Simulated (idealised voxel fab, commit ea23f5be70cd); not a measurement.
The name of this process module is voxel spacer lines.
The width of the displayed cross-section, cut, is 210 nm; its cells are square, with a size of 5 nm.
Heads up, the way a cross-section reads in here is a grid of square cells, handed over as bands from the top down, with every band being one or more rows of cells.
This entry defines a band. It first specifies the height of the band's top and the height of its bottom in nm, and then specifies the band's materials from left to right, stating each material with its width in nm. The word "everywhere" identifies a single material that fills the band from edge to edge, while the word "empty" identifies empty space.
Where do heights start? At 0: under that level the wafer as delivered is made of one material only. And the lowest band has no floor; it just carries on downward, as in "0 and below".
A two-number width, for instance "30 to 40", indicates that the width is equal to the first number in the top row of the band and to the second number in the bottom row, and that it changes by a constant amount per row of cells.
It should be understood that the words "same as before", when stated for a given step, signify that the cross-section underwent no change in any of its cells during that step.
In the "Fully closed voids" entry, you get each enclosed empty space of 8 cells or more, one with no open way to the top, written width x height at distance, distance from the left edge, in nm.
Note: text after step settings on the step line = simulator remark on that step.
overlay nm: where the mask lay relative to plan, measured to the right, on steps with a mask; negatives go left.

## The process steps that were planned are listed below
1,RECEIVE,material Si
2,CONFORMAL_DEP,material Al2O3,thk nm 10
3,DIRECTIONAL_DEP,material W,thk nm 10
4,DIRECTIONAL_DEP,material aC,thk nm 20
5,PATTERN,tone cover,mask id MANDREL,material resist,width nm 15,pitch nm 50,thk nm 25,overlay nm 0
6,DIRECTIONAL_ETCH,etch materials aC,depth nm 20
7,STRIP,etch materials resist
8,CONFORMAL_DEP,material SiO2,thk nm 10
9,DIRECTIONAL_ETCH,etch materials SiO2,depth nm 10
10,STRIP,etch materials aC
11,DIRECTIONAL_ETCH,etch materials W,depth nm 10
12,STRIP,etch materials SiO2

## Delivered wafer in cross-section: state after step 1
0 and below  Si everywhere
Fully closed voids: none

## Wafer at module end, in section. Began as above, planned as above, run with one mistake
20 down to 0  Al2O3 everywhere
0 and below  Si everywhere
Fully closed voids: none
what went wrong: off-plan run, step 3, actual operation and settings DIRECTIONAL_DEP,material Al2O3,thk nm 10
